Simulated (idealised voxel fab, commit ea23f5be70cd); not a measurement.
The following is a process module called voxel transistor to metal.
170 nm wide, 5 nm square cells: that's cross-section cut.
We lay out every cross-section as a grid of square cells and spell it out in bands from the top down, where one band means one or more rows of cells.
Heads up on the band format: heights come first, top then bottom, in nm. After that it's the materials left to right, each with its width in nm. A single material flagged "all across" fills the whole band edge to edge, and "air" means there's empty space there.
Below 0: as-received wafer, all one material; heights counted from there. Lowest band: no bottom, goes on down, written "0 -> down".
Note: "30->40" means the width goes from the first number (top row of the band) to the second number (bottom row) in equal steps per row of cells.
You'll sometimes find "identical to before" written for a step, and that's the way of saying that nowhere in the cross-section did a cell change during that step.
Voids not open to the top, 8 cells minimum: see "Catalogued sealed voids". Written width x height at distance; distance is from the left edge; nm.
That trailing text on a step's line, after the settings, is the simulator's own remark on the step.
overlay nm: mask right of planned place by this much (step with mask). Neg. = left.
### Process steps (planned)
1) RECEIVE [material Si]
2) CONFORMAL_DEP [material SiO2] [thk nm 5]
3) CONFORMAL_DEP [material SiN] [thk nm 10]
4) PATTERN [tone cover] [mask id ACTIVE] [material resist] [width nm 95] [thk nm 15] [overlay nm 0]
5) DIRECTIONAL_ETCH [etch materials SiN] [depth nm 10]
6) DIRECTIONAL_ETCH [etch materials SiO2] [depth nm 5]
7) DIRECTIONAL_ETCH [etch materials Si] [depth nm 35]
8) STRIP [etch materials resist]
9) FILL_DEP [material SiO2] [thk nm 10]
10) CMP [height nm 15]
11) SELECTIVE_ETCH [etch materials SiO2] [depth nm 5]
12) STRIP [etch materials SiN]
13) SELECTIVE_ETCH [etch materials SiO2] [depth nm 5]
14) OXIDIZE [depth nm 5]
15) DIRECTIONAL_DEP [material polySi] [thk nm 25]
16) DIRECTIONAL_DEP [material SiCN] [thk nm 10]
17) PATTERN [tone cover] [mask id GATE] [material resist] [width nm 25] [thk nm 15] [overlay nm 0]
18) DIRECTIONAL_ETCH [etch materials SiCN] [depth nm 20]
19) DIRECTIONAL_ETCH [etch materials polySi] [depth nm 35]
20) STRIP [etch materials resist]
21) CONFORMAL_DEP [material SiO2] [thk nm 5]
22) DIRECTIONAL_ETCH [etch materials SiO2] [depth nm 5]
23) CONFORMAL_DEP [material SiN] [thk nm 10]
24) DIRECTIONAL_ETCH [etch materials SiN] [depth nm 10]
25) DIRECTIONAL_ETCH [etch materials SiO2] [depth nm 5]
26) DIRECTIONAL_ETCH [etch materials Si] [depth nm 10]
27) EPI [material SiGe] [thk nm 10]
28) FILL_DEP [material SiO2] [thk nm 5]
29) CMP [height nm 35]
30) DIRECTIONAL_DEP [material SiO2] [thk nm 15]
31) MASKED_ETCH [tone open] [mask id CONTACT] [width nm 25] [pitch nm 60] [etch materials SiO2] [depth nm 45] [overlay nm 0]
32) CONFORMAL_DEP [material TiN] [thk nm 5]
33) FILL_DEP [material W] [thk nm 5]
34) CMP [height nm 50]
35) DIRECTIONAL_DEP [material TiN] [thk nm 5]
36) DIRECTIONAL_DEP [material Ru] [thk nm 25]
37) PATTERN [tone cover] [mask id METAL_1] [material resist] [width nm 15] [pitch nm 70] [thk nm 15] [overlay nm 0]
38) DIRECTIONAL_ETCH [etch materials Ru] [depth nm 25]
39) DIRECTIONAL_ETCH [etch materials TiN] [depth nm 5]
40) STRIP [etch materials resist]
41) FILL_DEP [material SiO2] [thk nm 5]
42) CMP [height nm 80]
43) CONFORMAL_DEP [material SiCN] [thk nm 5]
44) DIRECTIONAL_DEP [material SiO2] [thk nm 25]
45) PATTERN [tone open] [mask id METAL_2] [material resist] [width nm 15] [pitch nm 70] [thk nm 20] [overlay nm 0]
46) DIRECTIONAL_ETCH [etch materials SiO2] [depth nm 15]
47) STRIP [etch materials resist]
48) DIRECTIONAL_DEP [material aC] [thk nm 10]
49) PATTERN [tone open] [mask id METAL_2_HOLES] [material resist] [width nm 15] [pitch nm 70] [thk nm 30] [overlay nm 0]
50) DIRECTIONAL_ETCH [etch materials aC] [depth nm 10]
51) STRIP [etch materials resist]
52) DIRECTIONAL_ETCH [etch materials SiO2] [depth nm 10]
53) DIRECTIONAL_ETCH [etch materials SiCN] [depth nm 5]
54) STRIP [etch materials aC]
55) CONFORMAL_DEP [material TiN] [thk nm 5]
56) FILL_DEP [material Ru] [thk nm 10]
57) CMP [height nm 110]
58) CONFORMAL_DEP [material SiN] [thk nm 5]
### As received (post step 1): cross-section
0 -> down | Si all across
Catalogued sealed voids: none
### The module was run from the start shown above using the plan shown above, but one mistake was made doing it; the resulting wafer cross-section is below
115 -> 110 | SiN all across
110 -> 85 | 40 nm SiO2, 5 nm TiN, 5 nm Ru, 5 nm TiN, 55 nm SiO2, 5 nm TiN, 5 nm Ru, 5 nm TiN, 45 nm SiO2
85 -> 80 | 40 nm SiCN, 15 nm TiN, 55 nm SiCN, 15 nm TiN, 45 nm SiCN
80 -> 55 | 40 nm SiO2, 15 nm Ru, 55 nm SiO2, 15 nm Ru, 45 nm SiO2
55 -> 50 | 40 nm SiO2, 15 nm TiN, 55 nm SiO2, 15 nm TiN, 45 nm SiO2
50 -> 40 | 40 nm SiO2, 5 nm TiN, 15 nm W, 5 nm TiN, 35 nm SiO2, 5 nm TiN, 15 nm W, 5 nm TiN, 45 nm SiO2
40 -> 35 | 40 nm SiO2, 5 nm TiN, 5 nm W, 15 nm TiN, 35 nm SiO2, 15 nm TiN, 5 nm W, 5 nm TiN, 45 nm SiO2
35 -> 25 | 40 nm SiO2, 5 nm TiN, 5 nm W, 5 nm TiN, 10 nm SiN, 5 nm SiO2, 25 nm SiCN, 5 nm SiO2, 10 nm SiN, 5 nm TiN, 5 nm W, 5 nm TiN, 45 nm SiO2
25 -> 20 | 40 nm SiO2, 15 nm TiN, 10 nm SiN, 5 nm SiO2, 25 nm polySi, 5 nm SiO2, 10 nm SiN, 15 nm TiN, 45 nm SiO2
20 -> 5 | 55 nm SiO2, 10 nm SiN, 5 nm SiO2, 25 nm polySi, 5 nm SiO2, 10 nm SiN, 60 nm SiO2
5 -> 0 | 35 nm SiO2, 10 nm SiN, 10 nm SiGe, 10 nm SiN, 5 nm SiO2, 25 nm polySi, 5 nm SiO2, 10 nm SiN, 10 nm SiGe, 10 nm SiN, 40 nm SiO2
0 -> -5 | 45 nm SiO2, 10 nm SiGe, 55 nm SiO2, 10 nm SiGe, 50 nm SiO2
-5 -> -15 | 35 nm SiO2, 10 nm Si, 10 nm SiGe, 55 nm Si, 10 nm SiGe, 10 nm Si, 40 nm SiO2
-15 -> -35 | 35 nm SiO2, 95 nm Si, 40 nm SiO2
-35 -> down | Si all across
Catalogued sealed voids: none
Diagnosis: plan step 30 was twice executed
